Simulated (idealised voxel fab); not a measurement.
voxel transistor to metal: a process module
The cross-section shown here is cut; it is 170 nm wide and divided into square cells measuring 5 nm on a side.
In this document a cross-section is written as a grid of square cells. It is given as a series of bands, listed from the top down, and a band is one or more rows of cells.
What a band's entry tells you: where the top is and where the bottom is, as heights in nm, and after that what lies inside, material by material from left to right, each with its width in nm. Empty space is written as the word "empty", and a single material marked with the word "throughout" occupies the band from edge to edge.
Where do heights start? At 0: under that level the wafer as delivered is made of one material only. And the lowest band has no floor; it just carries on downward, as in "z 0 and below".
It should be noted that a width expressed as "30..40" varies in equal increments from row to row of cells within the band, taking the value of the first number at the top row and that of the second number at the bottom row.
A step reported as "no alterations made" is a step in which no cell of the cross-section changed.
You'll see "Voids, sealed" listing empty spaces that have no way open to the top, as long as they're 8 cells or more; the notation is width x height at distance, where the distance is from the left edge, and all of it is in nm.
On each step's line, the part that comes after the settings is the simulator's own comment on the step.
A step's line can hold "overlay nm"; with a mask on that step, the setting says how far right of the planned place the mask lay, while a negative setting says it lay to the left.
From here on the document is pairs. In a pair, the cross-section before one process step comes with the cross-section after it, and the latter goes no deeper than the lowest band that changed. What lies in between, the step and its settings, is written under the pair. A pair may be from a different run of this module on the same starting wafer than the pair above it, so it continues from that pair only where its entry headed "Status quo ante" says so.
STATUS QUO ANTE
	z 55 to 35  40 nm lowk, then 15 nm empty, then 55 nm lowk, then 15 nm empty, then 45 nm lowk
	z 35 to 30  SiN throughout
	z 30 to 15  40 nm SiO2, then 5 nm TiN, then 5 nm W, then 5 nm TiN, then 55 nm SiO2, then 5 nm TiN, then 5 nm W, then 5 nm TiN, then 45 nm SiO2
	z 15 to 0  40 nm SiO2, then 5 nm TiN, then 5 nm W, then 5 nm TiN, then 10 nm SiN, then 5 nm HfO2, then 5 nm TiN, then 15 nm W, then 5 nm TiN, then 5 nm HfO2, then 10 nm SiN, then 5 nm TiN, then 5 nm W, then 5 nm TiN, then 45 nm SiO2
	z 0 to -5  40 nm SiO2, then 15 nm TiN, then 10 nm SiN, then 5 nm HfO2, then 25 nm TiN, then 5 nm HfO2, then 10 nm SiN, then 15 nm TiN, then 45 nm SiO2
	z -5 to -10  35 nm SiO2, then 20 nm pSi, then 10 nm SiO2, then 35 nm HfO2, then 10 nm SiO2, then 20 nm pSi, then 40 nm SiO2
	z -10 to -80  40 nm SiO2, then 85 nm Si, then 45 nm SiO2
	z -80 and below  Si throughout
	Voids, sealed: none
STEP RESULT
	z 55 to 35  40 nm lowk, then 15 nm empty, then 55 nm lowk, then 15 nm empty, then 45 nm lowk
	z 35 to 30  40 nm SiN, then 15 nm empty, then 55 nm SiN, then 15 nm empty, then 45 nm SiN
	Heights below 30 show no change.
	Voids, sealed: none
Between the two cross-sections you see above, the step is MASKED_ETCH,tone open,mask id METAL_1,width nm 15,pitch nm 70,etch materials SiN,depth nm 5,overlay nm 0
Status quo ante: Reference is made to the cross-section shown after the step in the pair directly above, which represents the state prior to this step.
STEP RESULT
	z 60 to 55  45 nm TiN, then 5 nm empty, then 65 nm TiN, then 5 nm empty, then 50 nm TiN
	z 55 to 35  40 nm lowk, then 5 nm TiN, then 5 nm empty, then 5 nm TiN, then 55 nm lowk, then 5 nm TiN, then 5 nm empty, then 5 nm TiN, then 45 nm lowk
	z 35 to 30  40 nm SiN, then 15 nm TiN, then 55 nm SiN, then 15 nm TiN, then 45 nm SiN
	Heights below 30 show no change.
	Voids, sealed: none
Between the two cross-sections you see above, the step is CONFORMAL_DEP,material TiN,thk nm 5
Status quo ante: Reference is made to the cross-section shown after the step in the pair directly above, which represents the state prior to this step.
STEP RESULT
	z 65 to 60  W throughout
	z 60 to 55  45 nm TiN, then 5 nm W, then 65 nm TiN, then 5 nm W, then 50 nm TiN
	z 55 to 35  40 nm lowk, then 5 nm TiN, then 5 nm W, then 5 nm TiN, then 55 nm lowk, then 5 nm TiN, then 5 nm W, then 5 nm TiN, then 45 nm lowk
	Heights below 35 show no change.
	Voids, sealed: none
Between the two cross-sections you see above, the step is FILL_DEP,material W,thk nm 5
Status quo ante: Reference is made to the cross-section shown after the step in the pair directly above, which represents the state prior to this step.
STEP RESULT
	z 55 to 35  40 nm lowk, then 5 nm TiN, then 5 nm W, then 5 nm TiN, then 55 nm lowk, then 5 nm TiN, then 5 nm W, then 5 nm TiN, then 45 nm lowk
	Heights below 35 show no change.
	Voids, sealed: none
Between the two cross-sections you see above, the step is CMP,height nm 55
Status quo ante: Reference is made to the cross-section shown after the step in the pair directly above, which represents the state prior to this step.
STEP RESULT
	z 60 to 55  35 nm empty, then 25 nm Ru, then 45 nm empty, then 25 nm Ru, then 40 nm empty
	Heights below 55 show no change.
	Voids, sealed: none
Between the two cross-sections you see above, the step is EPI,material Ru,thk nm 5
Status quo ante: Reference is made to the cross-section shown after the step in the pair directly above, which represents the state prior to this step.
STEP RESULT
	z 65 to 60  SiCN throughout
	z 60 to 55  35 nm SiCN, then 25 nm Ru, then 45 nm SiCN, then 25 nm Ru, then 40 nm SiCN
	Heights below 55 show no change.
	Voids, sealed: none
Between the two cross-sections you see above, the step is FILL_DEP,material SiCN,thk nm 5
STATUS QUO ANTE
	z 30 to 15  40 nm SiO2, then 5 nm TiN, then 5 nm W, then 5 nm TiN, then 55 nm SiO2, then 5 nm TiN, then 5 nm W, then 5 nm TiN, then 45 nm SiO2
	z 15 to 0  40 nm SiO2, then 5 nm TiN, then 5 nm W, then 5 nm TiN, then 10 nm SiN, then 5 nm HfO2, then 5 nm TiN, then 15 nm W, then 5 nm TiN, then 5 nm HfO2, then 10 nm SiN, then 5 nm TiN, then 5 nm W, then 5 nm TiN, then 45 nm SiO2
	z 0 to -5  40 nm SiO2, then 15 nm TiN, then 10 nm SiN, then 5 nm HfO2, then 25 nm TiN, then 5 nm HfO2, then 10 nm SiN, then 15 nm TiN, then 45 nm SiO2
	z -5 to -10  35 nm SiO2, then 20 nm pSi, then 10 nm SiO2, then 35 nm HfO2, then 10 nm SiO2, then 20 nm pSi, then 40 nm SiO2
	z -10 to -45  40 nm SiO2, then 85 nm Si, then 45 nm SiO2
	z -45 and below  Si throughout
	Voids, sealed: none
STEP RESULT
	z 50 to 30  lowk throughout
	Heights below 30 show no change.
	Voids, sealed: none
Between the two cross-sections you see above, the step is DIRECTIONAL_DEP,material lowk,thk nm 20
Status quo ante: Reference is made to the cross-section shown after the step in the pair directly above, which represents the state prior to this step.
STEP RESULT
	z 55 to 50  SiN throughout
	Heights below 50 show no change.
	Voids, sealed: none
Between the two cross-sections you see above, the step is CONFORMAL_DEP,material SiN,thk nm 5
Status quo ante: Reference is made to the cross-section shown after the step in the pair directly above, which represents the state prior to this step.
STEP RESULT
	z 55 to 50  40 nm SiN, then 15 nm empty, then 55 nm SiN, then 15 nm empty, then 45 nm SiN
	Heights below 50 show no change.
	Voids, sealed: none
Between the two cross-sections you see above, the step is MASKED_ETCH,tone open,mask id METAL_1,width nm 15,pitch nm 70,etch materials SiN,depth nm 5,overlay nm 0
Status quo ante: Reference is made to the cross-section shown after the step in the pair directly above, which represents the state prior to this step.
STEP RESULT
	z 60 to 55  45 nm TiN, then 5 nm empty, then 65 nm TiN, then 5 nm empty, then 50 nm TiN
	z 55 to 50  40 nm SiN, then 15 nm TiN, then 55 nm SiN, then 15 nm TiN, then 45 nm SiN
	Heights below 50 show no change.
	Voids, sealed: none
Between the two cross-sections you see above, the step is CONFORMAL_DEP,material TiN,thk nm 5
Status quo ante: Reference is made to the cross-section shown after the step in the pair directly above, which represents the state prior to this step.
STEP RESULT
	z 65 to 60  W throughout
	z 60 to 55  45 nm TiN, then 5 nm W, then 65 nm TiN, then 5 nm W, then 50 nm TiN
	Heights below 55 show no change.
	Voids, sealed: none
Between the two cross-sections you see above, the step is FILL_DEP,material W,thk nm 5
Status quo ante: Reference is made to the cross-section shown after the step in the pair directly above, which represents the state prior to this step.
STEP RESULT
	z 55 to 50  40 nm SiN, then 15 nm TiN, then 55 nm SiN, then 15 nm TiN, then 45 nm SiN
	Heights below 50 show no change.
	Voids, sealed: none
Between the two cross-sections you see above, the step is CMP,height nm 55
Status quo ante: Reference is made to the cross-section shown after the step in the pair directly above, which represents the state prior to this step.
STEP RESULT
	z 60 to 55  35 nm empty, then 25 nm Ru, then 45 nm empty, then 25 nm Ru, then 40 nm empty
	Heights below 55 show no change.
	Voids, sealed: none
Between the two cross-sections you see above, the step is EPI,material Ru,thk nm 5
Status quo ante: Reference is made to the cross-section shown after the step in the pair directly above, which represents the state prior to this step.
STEP RESULT
	z 65 to 60  SiCN throughout
	z 60 to 55  35 nm SiCN, then 25 nm Ru, then 45 nm SiCN, then 25 nm Ru, then 40 nm SiCN
	Heights below 55 show no change.
	Voids, sealed: none
Between the two cross-sections you see above, the step is FILL_DEP,material SiCN,thk nm 5
STATUS QUO ANTE
	z 30 to 20  65 nm empty, then 5 nm SiO2, then 25 nm SiCN, then 5 nm SiO2, then 70 nm empty
	z 20 to -5  65 nm empty, then 5 nm SiO2, then 25 nm polySi, then 5 nm SiO2, then 70 nm empty
	z -5 to -10  SiO2 throughout
	z -10 to -45  40 nm SiO2, then 85 nm Si, then 45 nm SiO2
	z -45 and below  Si throughout
	Voids, sealed: none
STEP RESULT
	z 35 to 30  60 nm empty, then 45 nm SiN, then 65 nm empty
	z 30 to 20  60 nm empty, then 5 nm SiN, then 5 nm SiO2, then 25 nm SiCN, then 5 nm SiO2, then 5 nm SiN, then 65 nm empty
	z 20 to 0  60 nm empty, then 5 nm SiN, then 5 nm SiO2, then 25 nm polySi, then 5 nm SiO2, then 5 nm SiN, then 65 nm empty
	z 0 to -5  65 nm SiN, then 5 nm SiO2, then 25 nm polySi, then 5 nm SiO2, then 70 nm SiN
	Heights below -5 show no change.
	Voids, sealed: none
Between the two cross-sections you see above, the step is CONFORMAL_DEP,material SiN,thk nm 5
Status quo ante: Reference is made to the cross-section shown after the step in the pair directly above, which represents the state prior to this step.
STEP RESULT
	z 30 to 25  65 nm empty, then 5 nm SiO2, then 25 nm SiCN, then 5 nm SiO2, then 70 nm empty
	z 25 to 20  60 nm empty, then 5 nm SiN, then 5 nm SiO2, then 25 nm SiCN, then 5 nm SiO2, then 5 nm SiN, then 65 nm empty
	z 20 to -5  60 nm empty, then 5 nm SiN, then 5 nm SiO2, then 25 nm polySi, then 5 nm SiO2, then 5 nm SiN, then 65 nm empty
	Heights below -5 show no change.
	Voids, sealed: none
Between the two cross-sections you see above, the step is DIRECTIONAL_ETCH,etch materials SiN,depth nm 10
Status quo ante: Reference is made to the cross-section shown after the step in the pair directly above, which represents the state prior to this step.
STEP RESULT
	z 30 to 25  70 nm empty, then 25 nm SiCN, then 75 nm empty
	z 25 to 20  60 nm empty, then 5 nm SiN, then 5 nm SiO2, then 25 nm SiCN, then 5 nm SiO2, then 5 nm SiN, then 65 nm empty
	z 20 to -5  60 nm empty, then 5 nm SiN, then 5 nm SiO2, then 25 nm polySi, then 5 nm SiO2, then 5 nm SiN, then 65 nm empty
	z -5 to -10  60 nm empty, then 45 nm SiO2, then 65 nm empty
	Heights below -10 show no change.
	Voids, sealed: none
Between the two cross-sections you see above, the step is DIRECTIONAL_ETCH,etch materials SiO2,depth nm 5
Status quo ante: Reference is made to the cross-section shown after the step in the pair directly above, which represents the state prior to this step.
STEP RESULT
	z 30 to 25  70 nm empty, then 25 nm SiCN, then 75 nm empty
	z 25 to 20  60 nm empty, then 5 nm SiN, then 5 nm SiO2, then 25 nm SiCN, then 5 nm SiO2, then 5 nm SiN, then 65 nm empty
	z 20 to -5  60 nm empty, then 5 nm SiN, then 5 nm SiO2, then 25 nm polySi, then 5 nm SiO2, then 5 nm SiN, then 65 nm empty
	z -5 to -10  35 nm empty, then 25 nm pSi, then 45 nm SiO2, then 25 nm pSi, then 40 nm empty
	Heights below -10 show no change.
	Voids, sealed: none
Between the two cross-sections you see above, the step is EPI,material pSi,thk nm 5
Status quo ante: Reference is made to the cross-section shown after the step in the pair directly above, which represents the state prior to this step.
STEP RESULT
	z 40 to 30  SiO2 throughout
	z 30 to 25  70 nm SiO2, then 25 nm SiCN, then 75 nm SiO2
	z 25 to 20  60 nm SiO2, then 5 nm SiN, then 5 nm SiO2, then 25 nm SiCN, then 5 nm SiO2, then 5 nm SiN, then 65 nm SiO2
	z 20 to -5  60 nm SiO2, then 5 nm SiN, then 5 nm SiO2, then 25 nm polySi, then 5 nm SiO2, then 5 nm SiN, then 65 nm SiO2
	z -5 to -10  35 nm SiO2, then 25 nm pSi, then 45 nm SiO2, then 25 nm pSi, then 40 nm SiO2
	Heights below -10 show no change.
	Voids, sealed: none
Between the two cross-sections you see above, the step is FILL_DEP,material SiO2,thk nm 10
Status quo ante: Reference is made to the cross-section shown after the step in the pair directly above, which represents the state prior to this step.
STEP RESULT
	z 20 to -5  60 nm SiO2, then 5 nm SiN, then 5 nm SiO2, then 25 nm polySi, then 5 nm SiO2, then 5 nm SiN, then 65 nm SiO2
	Heights below -5 show no change.
	Voids, sealed: none
Between the two cross-sections you see above, the step is CMP,height nm 20
Status quo ante: Reference is made to the cross-section shown after the step in the pair directly above, which represents the state prior to this step.
STEP RESULT
	z 20 to -5  60 nm SiO2, then 5 nm SiN, then 5 nm SiO2, then 25 nm empty, then 5 nm SiO2, then 5 nm SiN, then 65 nm SiO2
	Heights below -5 show no change.
	Voids, sealed: none
Between the two cross-sections you see above, the step is STRIP,etch materials polySi
Status quo ante: Reference is made to the cross-section shown after the step in the pair directly above, which represents the state prior to this step.
STEP RESULT
	z 20 to 15  60 nm empty, then 5 nm SiN, then 35 nm empty, then 5 nm SiN, then 65 nm empty
	z 15 to -5  60 nm SiO2, then 5 nm SiN, then 35 nm empty, then 5 nm SiN, then 65 nm SiO2
	z -5 to -10  35 nm SiO2, then 25 nm pSi, then 5 nm SiO2, then 35 nm empty, then 5 nm SiO2, then 25 nm pSi, then 40 nm SiO2
	Heights below -10 show no change.
	Voids, sealed: none
Between the two cross-sections you see above, the step is SELECTIVE_ETCH,etch materials SiO2,depth nm 5
Status quo ante: Reference is made to the cross-section shown after the step in the pair directly above, which represents the state prior to this step.
STEP RESULT
	z 25 to 20  55 nm empty, then 15 nm HfO2, then 25 nm empty, then 15 nm HfO2, then 60 nm empty
	z 20 to 15  60 nm HfO2, then 5 nm SiN, then 5 nm HfO2, then 25 nm empty, then 5 nm HfO2, then 5 nm SiN, then 65 nm HfO2
	z 15 to -5  60 nm SiO2, then 5 nm SiN, then 5 nm HfO2, then 25 nm empty, then 5 nm HfO2, then 5 nm SiN, then 65 nm SiO2
	z -5 to -10  35 nm SiO2, then 25 nm pSi, then 5 nm SiO2, then 35 nm HfO2, then 5 nm SiO2, then 25 nm pSi, then 40 nm SiO2
	Heights below -10 show no change.
	Voids, sealed: none
Between the two cross-sections you see above, the step is CONFORMAL_DEP,material HfO2,thk nm 5
Status quo ante: Reference is made to the cross-section shown after the step in the pair directly above, which represents the state prior to this step.
STEP RESULT
	z 30 to 25  50 nm empty, then 25 nm TiN, then 15 nm empty, then 25 nm TiN, then 55 nm empty
	z 25 to 20  55 nm TiN, then 15 nm HfO2, then 5 nm TiN, then 15 nm empty, then 5 nm TiN, then 15 nm HfO2, then 60 nm TiN
	z 20 to 15  60 nm HfO2, then 5 nm SiN, then 5 nm HfO2, then 5 nm TiN, then 15 nm empty, then 5 nm TiN, then 5 nm HfO2, then 5 nm SiN, then 65 nm HfO2
	z 15 to 0  60 nm SiO2, then 5 nm SiN, then 5 nm HfO2, then 5 nm TiN, then 15 nm empty, then 5 nm TiN, then 5 nm HfO2, then 5 nm SiN, then 65 nm SiO2
	z 0 to -5  60 nm SiO2, then 5 nm SiN, then 5 nm HfO2, then 25 nm TiN, then 5 nm HfO2, then 5 nm SiN, then 65 nm SiO2
	Heights below -5 show no change.
	Voids, sealed: none
Between the two cross-sections you see above, the step is CONFORMAL_DEP,material TiN,thk nm 5
Status quo ante: Reference is made to the cross-section shown after the step in the pair directly above, which represents the state prior to this step.
STEP RESULT
	z 40 to 30  W throughout
	z 30 to 25  50 nm W, then 25 nm TiN, then 15 nm W, then 25 nm TiN, then 55 nm W
	z 25 to 20  55 nm TiN, then 15 nm HfO2, then 5 nm TiN, then 15 nm W, then 5 nm TiN, then 15 nm HfO2, then 60 nm TiN
	z 20 to 15  60 nm HfO2, then 5 nm SiN, then 5 nm HfO2, then 5 nm TiN, then 15 nm W, then 5 nm TiN, then 5 nm HfO2, then 5 nm SiN, then 65 nm HfO2
	z 15 to 0  60 nm SiO2, then 5 nm SiN, then 5 nm HfO2, then 5 nm TiN, then 15 nm W, then 5 nm TiN, then 5 nm HfO2, then 5 nm SiN, then 65 nm SiO2
	Heights below 0 show no change.
	Voids, sealed: none
Between the two cross-sections you see above, the step is FILL_DEP,material W,thk nm 10
Status quo ante: Reference is made to the cross-section shown after the step in the pair directly above, which represents the state prior to this step.
STEP RESULT
	z 15 to 0  60 nm SiO2, then 5 nm SiN, then 5 nm HfO2, then 5 nm TiN, then 15 nm W, then 5 nm TiN, then 5 nm HfO2, then 5 nm SiN, then 65 nm SiO2
	Heights below 0 show no change.
	Voids, sealed: none
Between the two cross-sections you see above, the step is CMP,height nm 15
Status quo ante: Reference is made to the cross-section shown after the step in the pair directly above, which represents the state prior to this step.
STEP RESULT
	z 30 to 15  SiO2 throughout
	Heights below 15 show no change.
	Voids, sealed: none
Between the two cross-sections you see above, the step is DIRECTIONAL_DEP,material SiO2,thk nm 15
Status quo ante: Reference is made to the cross-section shown after the step in the pair directly above, which represents the state prior to this step.
STEP RESULT
	z 30 to 15  40 nm SiO2, then 15 nm empty, then 55 nm SiO2, then 15 nm empty, then 45 nm SiO2
	z 15 to 0  40 nm SiO2, then 15 nm empty, then 5 nm SiO2, then 5 nm SiN, then 5 nm HfO2, then 5 nm TiN, then 15 nm W, then 5 nm TiN, then 5 nm HfO2, then 5 nm SiN, then 5 nm SiO2, then 15 nm empty, then 45 nm SiO2
	z 0 to -5  40 nm SiO2, then 15 nm empty, then 5 nm SiO2, then 5 nm SiN, then 5 nm HfO2, then 25 nm TiN, then 5 nm HfO2, then 5 nm SiN, then 5 nm SiO2, then 15 nm empty, then 45 nm SiO2
	Heights below -5 show no change.
	Voids, sealed: none
Between the two cross-sections you see above, the step is MASKED_ETCH,tone open,mask id CONTACT,width nm 15,pitch nm 70,etch materials SiO2,depth nm 35,overlay nm 0
Status quo ante: Reference is made to the cross-section shown after the step in the pair directly above, which represents the state prior to this step.
STEP RESULT
	z 35 to 30  45 nm TiN, then 5 nm empty, then 65 nm TiN, then 5 nm empty, then 50 nm TiN
	z 30 to 15  40 nm SiO2, then 5 nm TiN, then 5 nm empty, then 5 nm TiN, then 55 nm SiO2, then 5 nm TiN, then 5 nm empty, then 5 nm TiN, then 45 nm SiO2
	z 15 to 0  40 nm SiO2, then 5 nm TiN, then 5 nm empty, then 5 nm TiN, then 5 nm SiO2, then 5 nm SiN, then 5 nm HfO2, then 5 nm TiN, then 15 nm W, then 5 nm TiN, then 5 nm HfO2, then 5 nm SiN, then 5 nm SiO2, then 5 nm TiN, then 5 nm empty, then 5 nm TiN, then 45 nm SiO2
	z 0 to -5  40 nm SiO2, then 15 nm TiN, then 5 nm SiO2, then 5 nm SiN, then 5 nm HfO2, then 25 nm TiN, then 5 nm HfO2, then 5 nm SiN, then 5 nm SiO2, then 15 nm TiN, then 45 nm SiO2
	Heights below -5 show no change.
	Voids, sealed: none
Between the two cross-sections you see above, the step is CONFORMAL_DEP,material TiN,thk nm 5
Status quo ante: Reference is made to the cross-section shown after the step in the pair directly above, which represents the state prior to this step.
STEP RESULT
	z 45 to 35  W throughout
	z 35 to 30  45 nm TiN, then 5 nm W, then 65 nm TiN, then 5 nm W, then 50 nm TiN
	z 30 to 15  40 nm SiO2, then 5 nm TiN, then 5 nm W, then 5 nm TiN, then 55 nm SiO2, then 5 nm TiN, then 5 nm W, then 5 nm TiN, then 45 nm SiO2
	z 15 to 0  40 nm SiO2, then 5 nm TiN, then 5 nm W, then 5 nm TiN, then 5 nm SiO2, then 5 nm SiN, then 5 nm HfO2, then 5 nm TiN, then 15 nm W, then 5 nm TiN, then 5 nm HfO2, then 5 nm SiN, then 5 nm SiO2, then 5 nm TiN, then 5 nm W, then 5 nm TiN, then 45 nm SiO2
	Heights below 0 show no change.
	Voids, sealed: none
Between the two cross-sections you see above, the step is FILL_DEP,material W,thk nm 10
Status quo ante: Reference is made to the cross-section shown after the step in the pair directly above, which represents the state prior to this step.
STEP RESULT
	z 30 to 15  40 nm SiO2, then 5 nm TiN, then 5 nm W, then 5 nm TiN, then 55 nm SiO2, then 5 nm TiN, then 5 nm W, then 5 nm TiN, then 45 nm SiO2
	Heights below 15 show no change.
	Voids, sealed: none
Between the two cross-sections you see above, the step is CMP,height nm 30
Status quo ante: Reference is made to the cross-section shown after the step in the pair directly above, which represents the state prior to this step.
STEP RESULT
	z 35 to 30  SiN throughout
	Heights below 30 show no change.
	Voids, sealed: none
Between the two cross-sections you see above, the step is CONFORMAL_DEP,material SiN,thk nm 5
Status quo ante: Reference is made to the cross-section shown after the step in the pair directly above, which represents the state prior to this step.
STEP RESULT
	z 55 to 35  lowk throughout
	Heights below 35 show no change.
	Voids, sealed: none
Between the two cross-sections you see above, the step is DIRECTIONAL_DEP,material lowk,thk nm 20
Status quo ante: Reference is made to the cross-section shown after the step in the pair directly above, which represents the state prior to this step.
STEP RESULT
	z 55 to 35  40 nm lowk, then 15 nm empty, then 55 nm lowk, then 15 nm empty, then 45 nm lowk
	Heights below 35 show no change.
	Voids, sealed: none
Between the two cross-sections you see above, the step is MASKED_ETCH,tone open,mask id METAL_1,width nm 15,pitch nm 70,etch materials lowk,depth nm 20,overlay nm 0
Status quo ante: Reference is made to the cross-section shown after the step in the pair directly above, which represents the state prior to this step.
STEP RESULT
	z 55 to 35  40 nm lowk, then 15 nm empty, then 55 nm lowk, then 15 nm empty, then 45 nm lowk
	z 35 to 30  40 nm SiN, then 15 nm empty, then 55 nm SiN, then 15 nm empty, then 45 nm SiN
	Heights below 30 show no change.
	Voids, sealed: none
Between the two cross-sections you see above, the step is MASKED_ETCH,tone open,mask id METAL_1,width nm 15,pitch nm 70,etch materials SiN,depth nm 5,overlay nm 0
Status quo ante: Reference is made to the cross-section shown after the step in the pair directly above, which represents the state prior to this step.
STEP RESULT
	z 60 to 55  45 nm TiN, then 5 nm empty, then 65 nm TiN, then 5 nm empty, then 50 nm TiN
	z 55 to 35  40 nm lowk, then 5 nm TiN, then 5 nm empty, then 5 nm TiN, then 55 nm lowk, then 5 nm TiN, then 5 nm empty, then 5 nm TiN, then 45 nm lowk
	z 35 to 30  40 nm SiN, then 15 nm TiN, then 55 nm SiN, then 15 nm TiN, then 45 nm SiN
	Heights below 30 show no change.
	Voids, sealed: none
Between the two cross-sections you see above, the step is CONFORMAL_DEP,material TiN,thk nm 5
Status quo ante: Reference is made to the cross-section shown after the step in the pair directly above, which represents the state prior to this step.
STEP RESULT
	z 65 to 60  W throughout
	z 60 to 55  45 nm TiN, then 5 nm W, then 65 nm TiN, then 5 nm W, then 50 nm TiN
	z 55 to 35  40 nm lowk, then 5 nm TiN, then 5 nm W, then 5 nm TiN, then 55 nm lowk, then 5 nm TiN, then 5 nm W, then 5 nm TiN, then 45 nm lowk
	Heights below 35 show no change.
	Voids, sealed: none
Between the two cross-sections you see above, the step is FILL_DEP,material W,thk nm 5
Status quo ante: Reference is made to the cross-section shown after the step in the pair directly above, which represents the state prior to this step.
STEP RESULT
	z 55 to 35  40 nm lowk, then 5 nm TiN, then 5 nm W, then 5 nm TiN, then 55 nm lowk, then 5 nm TiN, then 5 nm W, then 5 nm TiN, then 45 nm lowk
	Heights below 35 show no change.
	Voids, sealed: none
Between the two cross-sections you see above, the step is CMP,height nm 55
Status quo ante: Reference is made to the cross-section shown after the step in the pair directly above, which represents the state prior to this step.
STEP RESULT
	z 60 to 55  35 nm empty, then 25 nm Ru, then 45 nm empty, then 25 nm Ru, then 40 nm empty
	Heights below 55 show no change.
	Voids, sealed: none
Between the two cross-sections you see above, the step is EPI,material Ru,thk nm 5
Status quo ante: Reference is made to the cross-section shown after the step in the pair directly above, which represents the state prior to this step.
STEP RESULT
	z 65 to 60  SiCN throughout
	z 60 to 55  35 nm SiCN, then 25 nm Ru, then 45 nm SiCN, then 25 nm Ru, then 40 nm SiCN
	Heights below 55 show no change.
	Voids, sealed: none
Between the two cross-sections you see above, the step is FILL_DEP,material SiCN,thk nm 5
STATUS QUO ANTE
	z 55 to 35  lowk throughout
	z 35 to 30  SiN throughout
	z 30 to 15  40 nm SiO2, then 5 nm TiN, then 5 nm W, then 5 nm TiN, then 55 nm SiO2, then 5 nm TiN, then 5 nm W, then 5 nm TiN, then 45 nm SiO2
	z 15 to 0  40 nm SiO2, then 5 nm TiN, then 5 nm W, then 5 nm TiN, then 10 nm SiN, then 5 nm HfO2, then 5 nm TiN, then 15 nm W, then 5 nm TiN, then 5 nm HfO2, then 10 nm SiN, then 5 nm TiN, then 5 nm W, then 5 nm TiN, then 45 nm SiO2
	z 0 to -5  40 nm SiO2, then 15 nm TiN, then 10 nm SiN, then 5 nm HfO2, then 25 nm TiN, then 5 nm HfO2, then 10 nm SiN, then 15 nm TiN, then 45 nm SiO2
	z -5 to -10  35 nm SiO2, then 20 nm pSi, then 10 nm SiO2, then 35 nm HfO2, then 10 nm SiO2, then 20 nm pSi, then 40 nm SiO2
	z -10 to -45  40 nm SiO2, then 85 nm Si, then 45 nm SiO2
	z -45 and below  Si throughout
	Voids, sealed: none
STEP RESULT
	z 55 to 35  40 nm lowk, then 20 nm empty, then 50 nm lowk, then 20 nm empty, then 40 nm lowk
	Heights below 35 show no change.
	Voids, sealed: none
Between the two cross-sections you see above, the step is MASKED_ETCH,tone open,mask id METAL_1,width nm 20,pitch nm 70,etch materials lowk,depth nm 20,overlay nm 0
Status quo ante: Reference is made to the cross-section shown after the step in the pair directly above, which represents the state prior to this step.
STEP RESULT
	z 55 to 35  40 nm lowk, then 20 nm empty, then 50 nm lowk, then 20 nm empty, then 40 nm lowk
	z 35 to 30  40 nm SiN, then 15 nm empty, then 55 nm SiN, then 15 nm empty, then 45 nm SiN
	Heights below 30 show no change.
	Voids, sealed: none
Between the two cross-sections you see above, the step is MASKED_ETCH,tone open,mask id METAL_1,width nm 15,pitch nm 70,etch materials SiN,depth nm 5,overlay nm 0
Status quo ante: Reference is made to the cross-section shown after the step in the pair directly above, which represents the state prior to this step.
STEP RESULT
	z 60 to 55  45 nm TiN, then 10 nm empty, then 60 nm TiN, then 10 nm empty, then 45 nm TiN
	z 55 to 40  40 nm lowk, then 5 nm TiN, then 10 nm empty, then 5 nm TiN, then 50 nm lowk, then 5 nm TiN, then 10 nm empty, then 5 nm TiN, then 40 nm lowk
	z 40 to 35  40 nm lowk, then 5 nm TiN, then 5 nm empty, then 10 nm TiN, then 50 nm lowk, then 5 nm TiN, then 5 nm empty, then 10 nm TiN, then 40 nm lowk
	z 35 to 30  40 nm SiN, then 15 nm TiN, then 55 nm SiN, then 15 nm TiN, then 45 nm SiN
	Heights below 30 show no change.
	Voids, sealed: none
Between the two cross-sections you see above, the step is CONFORMAL_DEP,material TiN,thk nm 5
Status quo ante: Reference is made to the cross-section shown after the step in the pair directly above, which represents the state prior to this step.
STEP RESULT
	z 65 to 60  W throughout
	z 60 to 55  45 nm TiN, then 10 nm W, then 60 nm TiN, then 10 nm W, then 45 nm TiN
	z 55 to 40  40 nm lowk, then 5 nm TiN, then 10 nm W, then 5 nm TiN, then 50 nm lowk, then 5 nm TiN, then 10 nm W, then 5 nm TiN, then 40 nm lowk
	z 40 to 35  40 nm lowk, then 5 nm TiN, then 5 nm W, then 10 nm TiN, then 50 nm lowk, then 5 nm TiN, then 5 nm W, then 10 nm TiN, then 40 nm lowk
	Heights below 35 show no change.
	Voids, sealed: none
Between the two cross-sections you see above, the step is FILL_DEP,material W,thk nm 5
Status quo ante: Reference is made to the cross-section shown after the step in the pair directly above, which represents the state prior to this step.
STEP RESULT
	z 55 to 40  40 nm lowk, then 5 nm TiN, then 10 nm W, then 5 nm TiN, then 50 nm lowk, then 5 nm TiN, then 10 nm W, then 5 nm TiN, then 40 nm lowk
	Heights below 40 show no change.
	Voids, sealed: none
Between the two cross-sections you see above, the step is CMP,height nm 55
Status quo ante: Reference is made to the cross-section shown after the step in the pair directly above, which represents the state prior to this step.
STEP RESULT
	z 60 to 55  35 nm empty, then 30 nm Ru, then 40 nm empty, then 30 nm Ru, then 35 nm empty
	Heights below 55 show no change.
	Voids, sealed: none
Between the two cross-sections you see above, the step is EPI,material Ru,thk nm 5
Status quo ante: Reference is made to the cross-section shown after the step in the pair directly above, which represents the state prior to this step.
STEP RESULT
	z 65 to 60  SiCN throughout
	z 60 to 55  35 nm SiCN, then 30 nm Ru, then 40 nm SiCN, then 30 nm Ru, then 35 nm SiCN
	Heights below 55 show no change.
	Voids, sealed: none
Between the two cross-sections you see above, the step is FILL_DEP,material SiCN,thk nm 5
